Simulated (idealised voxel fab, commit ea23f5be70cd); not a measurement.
The following is a process module called voxel released beams.
The width of the displayed cross-section, cut, is 295 nm; its cells are square, with a size of 5 nm.
In what follows, cross-sections appear as grids of square cells, described through bands that run from the top down, where every band is one or more rows of cells.
First you get the band's top height and its bottom height, in nm, and then the materials it's made of, left to right, with each width in nm. If you see a single material with "edge to edge", that one covers the band edge to edge. "empty" is empty space.
Height 0 is the level under which the wafer as received is all one material. The lowest band goes on downwards, as in "0 nm and below".
The notation "30->40" denotes a width that varies across the rows of cells in the band, beginning at the first number in the top row, finishing at the second number in the bottom row, and changing by an identical amount from each row to the next.
A step reported as "everything unchanged" is a step in which no cell of the cross-section changed.
Basically, "Closed-off voids" tells you about the enclosed voids: empty spaces with no open way to the top, 8 cells or bigger, each written width x height at distance, where distance is from the left edge, all in nm.
Formally, on a step line, whatever follows the settings is a remark that the simulator itself makes on the step.
The optional step-line setting "overlay nm" applies to steps with a mask and quantifies how far to the right of its planned location the mask lay, a negative value indicating leftward placement.
# plan
1 op RECEIVE | material Si
2 op CONFORMAL_DEP | material Al2O3 | thk nm 10
3 op DIRECTIONAL_DEP | material SiO2 | thk nm 15
4 op PATTERN | tone open | mask id ANCHOR | material resist | width nm 35 | thk nm 20 | overlay nm 0
5 op DIRECTIONAL_ETCH | etch materials SiO2 | depth nm 15
6 op STRIP | etch materials resist
7 op CONFORMAL_DEP | material SiN | thk nm 15
8 op DIRECTIONAL_DEP | material aC | thk nm 15
9 op PATTERN | tone cover | mask id BEAM | material resist | width nm 115 | thk nm 30 | overlay nm 0
10 op DIRECTIONAL_ETCH | etch materials aC | depth nm 15
11 op STRIP | etch materials resist
12 op DIRECTIONAL_ETCH | etch materials SiN | depth nm 15
13 op STRIP | etch materials aC
14 op STRIP | etch materials SiO2
# Cross-section of the wafer upon arrival, representing the state reached after step 1
0 nm and below: Si edge to edge
Closed-off voids: none
# As-planned run: cross-section of the first of two wafers at end of module
40 nm to 25 nm: empty=85 | SiN=20 | empty=5 | SiN=90 | empty=95
25 nm to 10 nm: empty=90 | SiN=35 | empty=170
10 nm to 0 nm: Al2O3 edge to edge
0 nm and below: Si edge to edge
Closed-off voids: none
# Same start, same plan as the first wafer - but one mistake in the run. Cross-section of the second of the two at the end of the module
55 nm to 40 nm: empty=85 | SiN=115 | empty=95
40 nm to 25 nm: SiN edge to edge
25 nm to 10 nm: SiO2=90 | SiN=35 | SiO2=170
10 nm to 0 nm: Al2O3 edge to edge
0 nm and below: Si edge to edge
Closed-off voids: none
In executing the process, a mistake was made relative to the plan: step 7 was run twice
The final cell counts differ between the wafers, with the second having more or fewer of some materials than the first: 180 more of SiN | 156 more of SiO2
